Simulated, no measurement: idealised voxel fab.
Process module heading - voxel capacitor over wiring
Xsec cut, 250 nm wide, square cell size 5 nm.
When this document writes out a cross-section, it uses a grid of square cells and lists it as bands, beginning at the top and moving down, with a band standing for one or more rows of cells. Read a band's entry like this: the first values are the height of its top and the height of its bottom in nm, and what follows is the sequence of materials from left to right, each with its width in nm. Note that "empty" is empty space, and that a single material marked "throughout" reaches across the band from edge to edge. Beneath 0, the wafer as received is one material, and that level is where height counting begins. The lowest band goes on downward without a bottom; it is written like "top 0, no bottom". The notation "30 to 40" denotes a width that varies across the rows of cells in the band, beginning at the first number in the top row, finishing at the second number in the bottom row, and changing by an identical amount from each row to the next. Where a step carries "nothing changed", the cross-section came out of it unchanged, cell for cell. Heads up: "Enclosed cavity list" only lists the empty pockets with no open path to the top that are 8 cells or more, and it writes them as width x height at distance, distance from the left edge, in nm. On a step's line, text after the settings is the simulator commenting on that step. If you see "overlay nm" on a step's line and that step has a mask, it's telling you how far right of where it was planned the mask ended up; a negative number means it went left instead. Pairs follow: section before one process step, section after it down to the lowest changed band, step with settings underneath. Pairs may come from different runs of this module on the same starting wafer; continuity with the pair above only as stated in the "Ahead of processing" entry.
# Ahead of processing
	top 0, no bottom | Si throughout
	Enclosed cavity list: none
# Post-Step Geometry
	top 10, bottom 0 | SiO2 throughout
	Nothing below the height 0 has changed.
	Enclosed cavity list: none
The cross-sections above show the structure before and after this step: CONFORMAL_DEP,material SiO2,thk nm 10
Ahead of processing: as shown after the step in the preceding pair, directly above.
# Post-Step Geometry
	top 15, bottom 10 | SiCN throughout
	Nothing below the height 10 has changed.
	Enclosed cavity list: none
The cross-sections above show the structure before and after this step: CONFORMAL_DEP,material SiCN,thk nm 5
Ahead of processing: as shown after the step in the preceding pair, directly above.
# Post-Step Geometry
	top 35, bottom 15 | lowk throughout
	Nothing below the height 15 has changed.
	Enclosed cavity list: none
The cross-sections above show the structure before and after this step: DIRECTIONAL_DEP,material lowk,thk nm 20
Ahead of processing: as shown after the step in the preceding pair, directly above.
# Post-Step Geometry
	top 50, bottom 35 | resist=60  empty=30  resist=70  empty=30  resist=60
	Nothing below the height 35 has changed.
	Enclosed cavity list: none
The cross-sections above show the structure before and after this step: PATTERN,tone open,mask id METAL_1,material resist,width nm 30,pitch nm 100,thk nm 15,overlay nm 0
Ahead of processing: as shown after the step in the preceding pair, directly above.
# Post-Step Geometry
	top 50, bottom 35 | resist=60  empty=30  resist=70  empty=30  resist=60
	top 35, bottom 15 | lowk=60  empty=30  lowk=70  empty=30  lowk=60
	Nothing below the height 15 has changed.
	Enclosed cavity list: none
The cross-sections above show the structure before and after this step: DIRECTIONAL_ETCH,etch materials lowk,depth nm 20
Ahead of processing: as shown after the step in the preceding pair, directly above.
# Post-Step Geometry
	top 50, bottom 35 | resist=60  empty=30  resist=70  empty=30  resist=60
	top 35, bottom 15 | lowk=60  empty=30  lowk=70  empty=30  lowk=60
	top 15, bottom 10 | SiCN=60  empty=30  SiCN=70  empty=30  SiCN=60
	Nothing below the height 10 has changed.
	Enclosed cavity list: none
The cross-sections above show the structure before and after this step: DIRECTIONAL_ETCH,etch materials SiCN,depth nm 5
Ahead of processing: as shown after the step in the preceding pair, directly above.
# Post-Step Geometry
	top 35, bottom 15 | lowk=60  empty=30  lowk=70  empty=30  lowk=60
	Nothing below the height 15 has changed.
	Enclosed cavity list: none
The cross-sections above show the structure before and after this step: STRIP,etch materials resist
Ahead of processing: as shown after the step in the preceding pair, directly above.
# Post-Step Geometry
	top 40, bottom 35 | TiN=65  empty=20  TiN=80  empty=20  TiN=65
	top 35, bottom 15 | lowk=60  TiN=5  empty=20  TiN=5  lowk=70  TiN=5  empty=20  TiN=5  lowk=60
	top 15, bottom 10 | SiCN=60  TiN=30  SiCN=70  TiN=30  SiCN=60
	Nothing below the height 10 has changed.
	Enclosed cavity list: none
The cross-sections above show the structure before and after this step: CONFORMAL_DEP,material TiN,thk nm 5
Ahead of processing: as shown after the step in the preceding pair, directly above.
# Post-Step Geometry
	top 45, bottom 40 | W throughout
	top 40, bottom 35 | TiN=65  W=20  TiN=80  W=20  TiN=65
	top 35, bottom 15 | lowk=60  TiN=5  W=20  TiN=5  lowk=70  TiN=5  W=20  TiN=5  lowk=60
	Nothing below the height 15 has changed.
	Enclosed cavity list: none
The cross-sections above show the structure before and after this step: FILL_DEP,material W,thk nm 5
Ahead of processing: as shown after the step in the preceding pair, directly above.
# Post-Step Geometry
	top 35, bottom 15 | lowk=60  TiN=5  W=20  TiN=5  lowk=70  TiN=5  W=20  TiN=5  lowk=60
	Nothing below the height 15 has changed.
	Enclosed cavity list: none
The cross-sections above show the structure before and after this step: CMP,height nm 35
Ahead of processing: as shown after the step in the preceding pair, directly above.
# Post-Step Geometry
	top 40, bottom 35 | SiCN throughout
	Nothing below the height 35 has changed.
	Enclosed cavity list: none
The cross-sections above show the structure before and after this step: CONFORMAL_DEP,material SiCN,thk nm 5
Ahead of processing: as shown after the step in the preceding pair, directly above.
# Post-Step Geometry
	top 50, bottom 40 | lowk throughout
	Nothing below the height 40 has changed.
	Enclosed cavity list: none
The cross-sections above show the structure before and after this step: DIRECTIONAL_DEP,material lowk,thk nm 10
Ahead of processing: as shown after the step in the preceding pair, directly above.
# Post-Step Geometry
	top 70, bottom 50 | resist=75  empty=15  resist=160
	Nothing below the height 50 has changed.
	Enclosed cavity list: none
The cross-sections above show the structure before and after this step: PATTERN,tone open,mask id PLUG_1,material resist,width nm 15,thk nm 20,overlay nm 0
Ahead of processing: as shown after the step in the preceding pair, directly above.
# Post-Step Geometry
	top 70, bottom 50 | resist=75  empty=15  resist=160
	top 50, bottom 40 | lowk=75  empty=15  lowk=160
	Nothing below the height 40 has changed.
	Enclosed cavity list: none
The cross-sections above show the structure before and after this step: DIRECTIONAL_ETCH,etch materials lowk,depth nm 10
Ahead of processing: as shown after the step in the preceding pair, directly above.
# Post-Step Geometry
	top 70, bottom 50 | resist=75  empty=15  resist=160
	top 50, bottom 40 | lowk=75  empty=15  lowk=160
	top 40, bottom 35 | SiCN=75  empty=15  SiCN=160
	Nothing below the height 35 has changed.
	Enclosed cavity list: none
The cross-sections above show the structure before and after this step: DIRECTIONAL_ETCH,etch materials SiCN,depth nm 5
Ahead of processing: as shown after the step in the preceding pair, directly above.
# Post-Step Geometry
	top 50, bottom 40 | lowk=75  empty=15  lowk=160
	Nothing below the height 40 has changed.
	Enclosed cavity list: none
The cross-sections above show the structure before and after this step: STRIP,etch materials resist
Ahead of processing: as shown after the step in the preceding pair, directly above.
# Post-Step Geometry
	top 50, bottom 45 | lowk=75  empty=15  lowk=160
	top 45, bottom 40 | lowk=75  Ru=15  lowk=160
	top 40, bottom 35 | SiCN=75  Ru=15  SiCN=160
	Nothing below the height 35 has changed.
	Enclosed cavity list: none
The cross-sections above show the structure before and after this step: EPI,material Ru,thk nm 10
Ahead of processing: as shown after the step in the preceding pair, directly above.
# Post-Step Geometry
	top 50, bottom 40 | lowk=75  Ru=15  lowk=160
	Nothing below the height 40 has changed.
	Enclosed cavity list: none
The cross-sections above show the structure before and after this step: EPI,material Ru,thk nm 5
Ahead of processing: as shown after the step in the preceding pair, directly above.
# Post-Step Geometry
	top 55, bottom 50 | TiN throughout
	Nothing below the height 50 has changed.
	Enclosed cavity list: none
The cross-sections above show the structure before and after this step: DIRECTIONAL_DEP,material TiN,thk nm 5
Ahead of processing: as shown after the step in the preceding pair, directly above.
# Post-Step Geometry
	top 60, bottom 55 | HfO2 throughout
	Nothing below the height 55 has changed.
	Enclosed cavity list: none
The cross-sections above show the structure before and after this step: DIRECTIONAL_DEP,material HfO2,thk nm 5
Ahead of processing: as shown after the step in the preceding pair, directly above.
# Post-Step Geometry
	top 70, bottom 60 | TiN throughout
	Nothing below the height 60 has changed.
	Enclosed cavity list: none
The cross-sections above show the structure before and after this step: DIRECTIONAL_DEP,material TiN,thk nm 10
Ahead of processing: as shown after the step in the preceding pair, directly above.
# Post-Step Geometry
	top 80, bottom 70 | aC throughout
	Nothing below the height 70 has changed.
	Enclosed cavity list: none
The cross-sections above show the structure before and after this step: DIRECTIONAL_DEP,material aC,thk nm 10
Ahead of processing: as shown after the step in the preceding pair, directly above.
# Post-Step Geometry
	top 110, bottom 80 | empty=75  resist=75  empty=100
	Nothing below the height 80 has changed.
	Enclosed cavity list: none
The cross-sections above show the structure before and after this step: PATTERN,tone cover,mask id UPPER_PLATE,material resist,width nm 75,thk nm 30,overlay nm 0
Ahead of processing: as shown after the step in the preceding pair, directly above.
# Post-Step Geometry
	top 100, bottom 80 | empty=75  resist=75  empty=100
	top 80, bottom 70 | empty=75  aC=75  empty=100
	Nothing below the height 70 has changed.
	Enclosed cavity list: none
The cross-sections above show the structure before and after this step: DIRECTIONAL_ETCH,etch materials aC,depth nm 10
Ahead of processing: as shown after the step in the preceding pair, directly above.
# Post-Step Geometry
	top 80, bottom 70 | empty=75  aC=75  empty=100
	Nothing below the height 70 has changed.
	Enclosed cavity list: none
The cross-sections above show the structure before and after this step: STRIP,etch materials resist
Ahead of processing: as shown after the step in the preceding pair, directly above.
# Post-Step Geometry
	top 80, bottom 70 | empty=75  aC=75  empty=100
	top 70, bottom 60 | empty=75  TiN=75  empty=100
	Nothing below the height 60 has changed.
	Enclosed cavity list: none
The cross-sections above show the structure before and after this step: DIRECTIONAL_ETCH,etch materials TiN,depth nm 10
Ahead of processing: as shown after the step in the preceding pair, directly above.
# Post-Step Geometry
	top 80, bottom 70 | empty=75  aC=75  empty=100
	top 70, bottom 60 | empty=75  TiN=75  empty=100
	top 60, bottom 55 | empty=75  HfO2=75  empty=100
	Nothing below the height 55 has changed.
	Enclosed cavity list: none
The cross-sections above show the structure before and after this step: DIRECTIONAL_ETCH,etch materials HfO2,depth nm 5
Ahead of processing: as shown after the step in the preceding pair, directly above.
# Post-Step Geometry
	top 70, bottom 60 | empty=75  TiN=75  empty=100
	Nothing below the height 60 has changed.
	Enclosed cavity list: none
The cross-sections above show the structure before and after this step: STRIP,etch materials aC
Ahead of processing: as shown after the step in the preceding pair, directly above.
# Post-Step Geometry
	top 85, bottom 70 | empty=75  aC=75  empty=100
	top 70, bottom 60 | aC=75  TiN=75  aC=100
	top 60, bottom 55 | aC=75  HfO2=75  aC=100
	Nothing below the height 55 has changed.
	Enclosed cavity list: none
The cross-sections above show the structure before and after this step: DIRECTIONAL_DEP,material aC,thk nm 15
Ahead of processing: as shown after the step in the preceding pair, directly above.
# Post-Step Geometry
	top 115, bottom 85 | empty=70  resist=85  empty=95
	top 85, bottom 70 | empty=70  resist=5  aC=75  resist=5  empty=95
	Nothing below the height 70 has changed.
	Enclosed cavity list: none
The cross-sections above show the structure before and after this step: PATTERN,tone cover,mask id LOWER_PLATE,material resist,width nm 85,thk nm 30,overlay nm 0
Ahead of processing: as shown after the step in the preceding pair, directly above.
# Post-Step Geometry
	top 100, bottom 85 | empty=70  resist=85  empty=95
	top 85, bottom 70 | empty=70  resist=5  aC=75  resist=5  empty=95
	top 70, bottom 60 | empty=70  aC=5  TiN=75  aC=5  empty=95
	top 60, bottom 55 | empty=70  aC=5  HfO2=75  aC=5  empty=95
	Nothing below the height 55 has changed.
	Enclosed cavity list: none
The cross-sections above show the structure before and after this step: DIRECTIONAL_ETCH,etch materials aC,depth nm 15
Ahead of processing: as shown after the step in the preceding pair, directly above.
# Post-Step Geometry
	top 85, bottom 70 | empty=75  aC=75  empty=100
	Nothing below the height 70 has changed.
	Enclosed cavity list: none
The cross-sections above show the structure before and after this step: STRIP,etch materials resist
Ahead of processing: as shown after the step in the preceding pair, directly above.
# Post-Step Geometry
	top 85, bottom 70 | empty=75  aC=75  empty=100
	top 70, bottom 60 | empty=70  aC=5  TiN=75  aC=5  empty=95
	top 60, bottom 55 | empty=70  aC=5  HfO2=75  aC=5  empty=95
	top 55, bottom 50 | empty=70  TiN=85  empty=95
	Nothing below the height 50 has changed.
	Enclosed cavity list: none
The cross-sections above show the structure before and after this step: DIRECTIONAL_ETCH,etch materials TiN,depth nm 5
Ahead of processing: as shown after the step in the preceding pair, directly above.
# Post-Step Geometry
	top 70, bottom 60 | empty=75  TiN=75  empty=100
	top 60, bottom 55 | empty=75  HfO2=75  empty=100
	Nothing below the height 55 has changed.
	Enclosed cavity list: none
The cross-sections above show the structure before and after this step: STRIP,etch materials aC
Ahead of processing: as shown after the step in the preceding pair, directly above.
# Post-Step Geometry
	top 85, bottom 70 | SiO2 throughout
	top 70, bottom 60 | SiO2=75  TiN=75  SiO2=100
	top 60, bottom 55 | SiO2=75  HfO2=75  SiO2=100
	top 55, bottom 50 | SiO2=70  TiN=85  SiO2=95
	Nothing below the height 50 has changed.
	Enclosed cavity list: none
The cross-sections above show the structure before and after this step: FILL_DEP,material SiO2,thk nm 15
Ahead of processing: as shown after the step in the preceding pair, directly above.
# Post-Step Geometry
	top 80, bottom 70 | SiO2 throughout
	Nothing below the height 70 has changed.
	Enclosed cavity list: none
The cross-sections above show the structure before and after this step: CMP,height nm 80
Ahead of processing: as shown after the step in the preceding pair, directly above.
# Post-Step Geometry
	top 90, bottom 80 | aC throughout
	Nothing below the height 80 has changed.
	Enclosed cavity list: none
The cross-sections above show the structure before and after this step: DIRECTIONAL_DEP,material aC,thk nm 10
Ahead of processing: as shown after the step in the preceding pair, directly above.
# Post-Step Geometry
	top 115, bottom 90 | resist=85  empty=15  resist=150
	Nothing below the height 90 has changed.
	Enclosed cavity list: none
The cross-sections above show the structure before and after this step: PATTERN,tone open,mask id PLUG_2,material resist,width nm 15,thk nm 25,overlay nm 0
Ahead of processing: as shown after the step in the preceding pair, directly above.
# Post-Step Geometry
	top 105, bottom 90 | resist=85  empty=15  resist=150
	top 90, bottom 80 | aC=85  empty=15  aC=150
	Nothing below the height 80 has changed.
	Enclosed cavity list: none
The cross-sections above show the structure before and after this step: DIRECTIONAL_ETCH,etch materials aC,depth nm 10
Ahead of processing: as shown after the step in the preceding pair, directly above.
# Post-Step Geometry
	top 90, bottom 80 | aC=85  empty=15  aC=150
	Nothing below the height 80 has changed.
	Enclosed cavity list: none
The cross-sections above show the structure before and after this step: STRIP,etch materials resist
Ahead of processing: as shown after the step in the preceding pair, directly above.
# Post-Step Geometry
	top 90, bottom 80 | aC=85  empty=15  aC=150
	top 80, bottom 70 | SiO2=85  empty=15  SiO2=150
	Nothing below the height 70 has changed.
	Enclosed cavity list: none
The cross-sections above show the structure before and after this step: DIRECTIONAL_ETCH,etch materials SiO2,depth nm 10
Ahead of processing: as shown after the step in the preceding pair, directly above.
# Post-Step Geometry
	top 80, bottom 70 | SiO2=85  empty=15  SiO2=150
	Nothing below the height 70 has changed.
	Enclosed cavity list: none
The cross-sections above show the structure before and after this step: STRIP,etch materials aC
Ahead of processing: as shown after the step in the preceding pair, directly above.
# Post-Step Geometry
	top 85, bottom 80 | TiN=90  empty=5  TiN=155
	top 80, bottom 75 | SiO2=85  TiN=5  empty=5  TiN=5  SiO2=150
	top 75, bottom 70 | SiO2=85  TiN=15  SiO2=150
	Nothing below the height 70 has changed.
	Enclosed cavity list: none
The cross-sections above show the structure before and after this step: CONFORMAL_DEP,material TiN,thk nm 5
Ahead of processing: as shown after the step in the preceding pair, directly above.
# Post-Step Geometry
	top 90, bottom 85 | W throughout
	top 85, bottom 80 | TiN=90  W=5  TiN=155
	top 80, bottom 75 | SiO2=85  TiN=5  W=5  TiN=5  SiO2=150
	Nothing below the height 75 has changed.
	Enclosed cavity list: none
The cross-sections above show the structure before and after this step: FILL_DEP,material W,thk nm 5
Ahead of processing: as shown after the step in the preceding pair, directly above.
# Post-Step Geometry
	top 80, bottom 75 | SiO2=85  TiN=5  W=5  TiN=5  SiO2=150
	Nothing below the height 75 has changed.
	Enclosed cavity list: none
The cross-sections above show the structure before and after this step: CMP,height nm 80
Ahead of processing: as shown after the step in the preceding pair, directly above.
# Post-Step Geometry
	top 85, bottom 80 | SiCN throughout
	Nothing below the height 80 has changed.
	Enclosed cavity list: none
The cross-sections above show the structure before and after this step: CONFORMAL_DEP,material SiCN,thk nm 5
# Ahead of processing
	top 50, bottom 40 | lowk=75  Ru=15  lowk=160
	top 40, bottom 35 | SiCN=75  Ru=15  SiCN=160
	top 35, bottom 15 | lowk=60  TiN=5  W=20  TiN=5  lowk=70  TiN=5  W=20  TiN=5  lowk=60
	top 15, bottom 10 | SiCN=60  TiN=30  SiCN=70  TiN=30  SiCN=60
	top 10, bottom 0 | SiO2 throughout
	top 0, no bottom | Si throughout
	Enclosed cavity list: none
# Post-Step Geometry
	top 55, bottom 50 | HfO2 throughout
	Nothing below the height 50 has changed.
	Enclosed cavity list: none
The cross-sections above show the structure before and after this step: DIRECTIONAL_DEP,material HfO2,thk nm 5
Ahead of processing: as shown after the step in the preceding pair, directly above.
# Post-Step Geometry
	top 65, bottom 55 | TiN throughout
	Nothing below the height 55 has changed.
	Enclosed cavity list: none
The cross-sections above show the structure before and after this step: DIRECTIONAL_DEP,material TiN,thk nm 10
Ahead of processing: as shown after the step in the preceding pair, directly above.
# Post-Step Geometry
	top 75, bottom 65 | aC throughout
	Nothing below the height 65 has changed.
	Enclosed cavity list: none
The cross-sections above show the structure before and after this step: DIRECTIONAL_DEP,material aC,thk nm 10
Ahead of processing: as shown after the step in the preceding pair, directly above.
# Post-Step Geometry
	top 105, bottom 75 | empty=75  resist=75  empty=100
	Nothing below the height 75 has changed.
	Enclosed cavity list: none
The cross-sections above show the structure before and after this step: PATTERN,tone cover,mask id UPPER_PLATE,material resist,width nm 75,thk nm 30,overlay nm 0
Ahead of processing: as shown after the step in the preceding pair, directly above.
# Post-Step Geometry
	top 95, bottom 75 | empty=75  resist=75  empty=100
	top 75, bottom 65 | empty=75  aC=75  empty=100
	Nothing below the height 65 has changed.
	Enclosed cavity list: none
The cross-sections above show the structure before and after this step: DIRECTIONAL_ETCH,etch materials aC,depth nm 10
Ahead of processing: as shown after the step in the preceding pair, directly above.
# Post-Step Geometry
	top 75, bottom 65 | empty=75  aC=75  empty=100
	Nothing below the height 65 has changed.
	Enclosed cavity list: none
The cross-sections above show the structure before and after this step: STRIP,etch materials resist
Ahead of processing: as shown after the step in the preceding pair, directly above.
# Post-Step Geometry
	top 75, bottom 65 | empty=75  aC=75  empty=100
	top 65, bottom 55 | empty=75  TiN=75  empty=100
	Nothing below the height 55 has changed.
	Enclosed cavity list: none
The cross-sections above show the structure before and after this step: DIRECTIONAL_ETCH,etch materials TiN,depth nm 10
Ahead of processing: as shown after the step in the preceding pair, directly above.
# Post-Step Geometry
	top 75, bottom 65 | empty=75  aC=75  empty=100
	top 65, bottom 55 | empty=75  TiN=75  empty=100
	top 55, bottom 50 | empty=75  HfO2=75  empty=100
	Nothing below the height 50 has changed.
	Enclosed cavity list: none
The cross-sections above show the structure before and after this step: DIRECTIONAL_ETCH,etch materials HfO2,depth nm 5
Ahead of processing: as shown after the step in the preceding pair, directly above.
# Post-Step Geometry
	top 65, bottom 55 | empty=75  TiN=75  empty=100
	Nothing below the height 55 has changed.
	Enclosed cavity list: none
The cross-sections above show the structure before and after this step: STRIP,etch materials aC
Ahead of processing: as shown after the step in the preceding pair, directly above.
# Post-Step Geometry
	top 80, bottom 65 | empty=75  aC=75  empty=100
	top 65, bottom 55 | aC=75  TiN=75  aC=100
	top 55, bottom 50 | aC=75  HfO2=75  aC=100
	Nothing below the height 50 has changed.
	Enclosed cavity list: none
The cross-sections above show the structure before and after this step: DIRECTIONAL_DEP,material aC,thk nm 15
Ahead of processing: as shown after the step in the preceding pair, directly above.
# Post-Step Geometry
	top 110, bottom 80 | empty=70  resist=85  empty=95
	top 80, bottom 65 | empty=70  resist=5  aC=75  resist=5  empty=95
	Nothing below the height 65 has changed.
	Enclosed cavity list: none
The cross-sections above show the structure before and after this step: PATTERN,tone cover,mask id LOWER_PLATE,material resist,width nm 85,thk nm 30,overlay nm 0
Ahead of processing: as shown after the step in the preceding pair, directly above.
# Post-Step Geometry
	top 95, bottom 80 | empty=70  resist=85  empty=95
	top 80, bottom 65 | empty=70  resist=5  aC=75  resist=5  empty=95
	top 65, bottom 55 | empty=70  aC=5  TiN=75  aC=5  empty=95
	top 55, bottom 50 | empty=70  aC=5  HfO2=75  aC=5  empty=95
	Nothing below the height 50 has changed.
	Enclosed cavity list: none
The cross-sections above show the structure before and after this step: DIRECTIONAL_ETCH,etch materials aC,depth nm 15
Ahead of processing: as shown after the step in the preceding pair, directly above.
# Post-Step Geometry
	top 80, bottom 65 | empty=75  aC=75  empty=100
	Nothing below the height 65 has changed.
	Enclosed cavity list: none
The cross-sections above show the structure before and after this step: STRIP,etch materials resist
Ahead of processing: as shown after the step in the preceding pair, directly above.
# Post-Step Geometry
	top 65, bottom 55 | empty=75  TiN=75  empty=100
	top 55, bottom 50 | empty=75  HfO2=75  empty=100
	Nothing below the height 50 has changed.
	Enclosed cavity list: none
The cross-sections above show the structure before and after this step: STRIP,etch materials aC
Ahead of processing: as shown after the step in the preceding pair, directly above.
# Post-Step Geometry
	top 80, bottom 65 | SiO2 throughout
	top 65, bottom 55 | SiO2=75  TiN=75  SiO2=100
	top 55, bottom 50 | SiO2=75  HfO2=75  SiO2=100
	Nothing below the height 50 has changed.
	Enclosed cavity list: none
The cross-sections above show the structure before and after this step: FILL_DEP,material SiO2,thk nm 15
Ahead of processing: as shown after the step in the preceding pair, directly above.
# Post-Step Geometry
	top 90, bottom 80 | aC throughout
	Nothing below the height 80 has changed.
	Enclosed cavity list: none
The cross-sections above show the structure before and after this step: DIRECTIONAL_DEP,material aC,thk nm 10
Ahead of processing: as shown after the step in the preceding pair, directly above.
# Post-Step Geometry
	top 115, bottom 90 | resist=85  empty=15  resist=150
	Nothing below the height 90 has changed.
	Enclosed cavity list: none
The cross-sections above show the structure before and after this step: PATTERN,tone open,mask id PLUG_2,material resist,width nm 15,thk nm 25,overlay nm 0
Ahead of processing: as shown after the step in the preceding pair, directly above.
# Post-Step Geometry
	top 105, bottom 90 | resist=85  empty=15  resist=150
	top 90, bottom 80 | aC=85  empty=15  aC=150
	Nothing below the height 80 has changed.
	Enclosed cavity list: none
The cross-sections above show the structure before and after this step: DIRECTIONAL_ETCH,etch materials aC,depth nm 10
Ahead of processing: as shown after the step in the preceding pair, directly above.
# Post-Step Geometry
	top 90, bottom 80 | aC=85  empty=15  aC=150
	Nothing below the height 80 has changed.
	Enclosed cavity list: none
The cross-sections above show the structure before and after this step: STRIP,etch materials resist
Ahead of processing: as shown after the step in the preceding pair, directly above.
# Post-Step Geometry
	top 90, bottom 80 | aC=85  empty=15  aC=150
	top 80, bottom 70 | SiO2=85  empty=15  SiO2=150
	Nothing below the height 70 has changed.
	Enclosed cavity list: none
The cross-sections above show the structure before and after this step: DIRECTIONAL_ETCH,etch materials SiO2,depth nm 10
Ahead of processing: as shown after the step in the preceding pair, directly above.
# Post-Step Geometry
	top 80, bottom 70 | SiO2=85  empty=15  SiO2=150
	Nothing below the height 70 has changed.
	Enclosed cavity list: none
The cross-sections above show the structure before and after this step: STRIP,etch materials aC
Ahead of processing: as shown after the step in the preceding pair, directly above.
# Post-Step Geometry
	top 85, bottom 80 | TiN=90  empty=5  TiN=155
	top 80, bottom 75 | SiO2=85  TiN=5  empty=5  TiN=5  SiO2=150
	top 75, bottom 70 | SiO2=85  TiN=15  SiO2=150
	Nothing below the height 70 has changed.
	Enclosed cavity list: none
The cross-sections above show the structure before and after this step: CONFORMAL_DEP,material TiN,thk nm 5
Ahead of processing: as shown after the step in the preceding pair, directly above.
# Post-Step Geometry
	top 90, bottom 85 | W throughout
	top 85, bottom 80 | TiN=90  W=5  TiN=155
	top 80, bottom 75 | SiO2=85  TiN=5  W=5  TiN=5  SiO2=150
	Nothing below the height 75 has changed.
	Enclosed cavity list: none
The cross-sections above show the structure before and after this step: FILL_DEP,material W,thk nm 5
Ahead of processing: as shown after the step in the preceding pair, directly above.
# Post-Step Geometry
	top 80, bottom 75 | SiO2=85  TiN=5  W=5  TiN=5  SiO2=150
	Nothing below the height 75 has changed.
	Enclosed cavity list: none
The cross-sections above show the structure before and after this step: CMP,height nm 80
Ahead of processing: as shown after the step in the preceding pair, directly above.
# Post-Step Geometry
	top 85, bottom 80 | SiCN throughout
	Nothing below the height 80 has changed.
	Enclosed cavity list: none
The cross-sections above show the structure before and after this step: CONFORMAL_DEP,material SiCN,thk nm 5
# Ahead of processing
	top 50, bottom 45 | lowk=75  empty=15  lowk=160
	top 45, bottom 40 | lowk=75  Ru=15  lowk=160
	top 40, bottom 35 | SiCN=75  Ru=15  SiCN=160
	top 35, bottom 15 | lowk=60  TiN=5  W=20  TiN=5  lowk=70  TiN=5  W=20  TiN=5  lowk=60
	top 15, bottom 10 | SiCN=60  TiN=30  SiCN=70  TiN=30  SiCN=60
	top 10, bottom 0 | SiO2 throughout
	top 0, no bottom | Si throughout
	Enclosed cavity list: none
# Post-Step Geometry
	top 55, bottom 50 | empty=70  Ru=25  empty=155
	top 50, bottom 40 | lowk=75  Ru=15  lowk=160
	Nothing below the height 40 has changed.
	Enclosed cavity list: none
The cross-sections above show the structure before and after this step: EPI,material Ru,thk nm 10
Ahead of processing: as shown after the step in the preceding pair, directly above.
# Post-Step Geometry
	top 60, bottom 50 | empty=65  Ru=35  empty=150
	Nothing below the height 50 has changed.
	Enclosed cavity list: none
The cross-sections above show the structure before and after this step: EPI,material Ru,thk nm 5
Ahead of processing: as shown after the step in the preceding pair, directly above.
# Post-Step Geometry
	top 65, bottom 60 | empty=65  TiN=35  empty=150
	top 60, bottom 55 | empty=65  Ru=35  empty=150
	top 55, bottom 50 | TiN=65  Ru=35  TiN=150
	Nothing below the height 50 has changed.
	Enclosed cavity list: none
The cross-sections above show the structure before and after this step: DIRECTIONAL_DEP,material TiN,thk nm 5
Ahead of processing: as shown after the step in the preceding pair, directly above.
# Post-Step Geometry
	top 70, bottom 65 | empty=65  HfO2=35  empty=150
	top 65, bottom 60 | empty=65  TiN=35  empty=150
	top 60, bottom 55 | HfO2=65  Ru=35  HfO2=150
	Nothing below the height 55 has changed.
	Enclosed cavity list: none
The cross-sections above show the structure before and after this step: DIRECTIONAL_DEP,material HfO2,thk nm 5
Ahead of processing: as shown after the step in the preceding pair, directly above.
# Post-Step Geometry
	top 80, bottom 70 | empty=65  TiN=35  empty=150
	top 70, bottom 65 | TiN=65  HfO2=35  TiN=150
	top 65, bottom 60 | TiN throughout
	Nothing below the height 60 has changed.
	Enclosed cavity list: none
The cross-sections above show the structure before and after this step: DIRECTIONAL_DEP,material TiN,thk nm 10
Ahead of processing: as shown after the step in the preceding pair, directly above.
# Post-Step Geometry
	top 90, bottom 80 | empty=65  aC=35  empty=150
	top 80, bottom 70 | aC=65  TiN=35  aC=150
	Nothing below the height 70 has changed.
	Enclosed cavity list: none
The cross-sections above show the structure before and after this step: DIRECTIONAL_DEP,material aC,thk nm 10
Ahead of processing: as shown after the step in the preceding pair, directly above.
# Post-Step Geometry
	top 120, bottom 90 | empty=75  resist=75  empty=100
	top 90, bottom 80 | empty=65  aC=35  resist=50  empty=100
	Nothing below the height 80 has changed.
	Enclosed cavity list: none
The cross-sections above show the structure before and after this step: PATTERN,tone cover,mask id UPPER_PLATE,material resist,width nm 75,thk nm 30,overlay nm 0
Ahead of processing: as shown after the step in the preceding pair, directly above.
# Post-Step Geometry
	top 110, bottom 90 | empty=75  resist=75  empty=100
	top 90, bottom 80 | empty=75  aC=25  resist=50  empty=100
	top 80, bottom 70 | empty=65  TiN=35  aC=50  empty=100
	Nothing below the height 70 has changed.
	Enclosed cavity list: none
The cross-sections above show the structure before and after this step: DIRECTIONAL_ETCH,etch materials aC,depth nm 10
Ahead of processing: as shown after the step in the preceding pair, directly above.
# Post-Step Geometry
	top 90, bottom 80 | empty=75  aC=25  empty=150
	Nothing below the height 80 has changed.
	Enclosed cavity list: none
The cross-sections above show the structure before and after this step: STRIP,etch materials resist
Ahead of processing: as shown after the step in the preceding pair, directly above.
# Post-Step Geometry
	top 90, bottom 80 | empty=75  aC=25  empty=150
	top 80, bottom 70 | empty=75  TiN=25  aC=50  empty=100
	top 70, bottom 65 | empty=65  HfO2=35  TiN=50  empty=100
	top 65, bottom 60 | empty=65  TiN=85  empty=100
	Nothing below the height 60 has changed.
	Enclosed cavity list: none
The cross-sections above show the structure before and after this step: DIRECTIONAL_ETCH,etch materials TiN,depth nm 10
Ahead of processing: as shown after the step in the preceding pair, directly above.
# Post-Step Geometry
	top 90, bottom 80 | empty=75  aC=25  empty=150
	top 80, bottom 70 | empty=75  TiN=25  aC=50  empty=100
	top 70, bottom 65 | empty=75  HfO2=25  TiN=50  empty=100
	top 65, bottom 60 | empty=65  TiN=85  empty=100
	top 60, bottom 55 | empty=65  Ru=35  HfO2=50  empty=100
	Nothing below the height 55 has changed.
	Enclosed cavity list: none
The cross-sections above show the structure before and after this step: DIRECTIONAL_ETCH,etch materials HfO2,depth nm 5
Ahead of processing: as shown after the step in the preceding pair, directly above.
# Post-Step Geometry
	top 80, bottom 70 | empty=75  TiN=25  empty=150
	Nothing below the height 70 has changed.
	Enclosed cavity list: none
The cross-sections above show the structure before and after this step: STRIP,etch materials aC
Ahead of processing: as shown after the step in the preceding pair, directly above.
# Post-Step Geometry
	top 95, bottom 85 | empty=75  aC=25  empty=150
	top 85, bottom 80 | empty=75  aC=75  empty=100
	top 80, bottom 70 | empty=65  aC=10  TiN=25  aC=50  empty=100
	top 70, bottom 65 | aC=75  HfO2=25  TiN=50  aC=100
	top 65, bottom 60 | aC=65  TiN=85  aC=100
	top 60, bottom 55 | aC=65  Ru=35  HfO2=50  aC=100
	Nothing below the height 55 has changed.
	Enclosed cavity list: none
The cross-sections above show the structure before and after this step: DIRECTIONAL_DEP,material aC,thk nm 15
Ahead of processing: as shown after the step in the preceding pair, directly above.
# Post-Step Geometry
	top 125, bottom 95 | empty=70  resist=85  empty=95
	top 95, bottom 85 | empty=70  resist=5  aC=25  resist=55  empty=95
	top 85, bottom 80 | empty=70  resist=5  aC=75  resist=5  empty=95
	top 80, bottom 70 | empty=65  aC=10  TiN=25  aC=50  resist=5  empty=95
	Nothing below the height 70 has changed.
	Enclosed cavity list: none
The cross-sections above show the structure before and after this step: PATTERN,tone cover,mask id LOWER_PLATE,material resist,width nm 85,thk nm 30,overlay nm 0
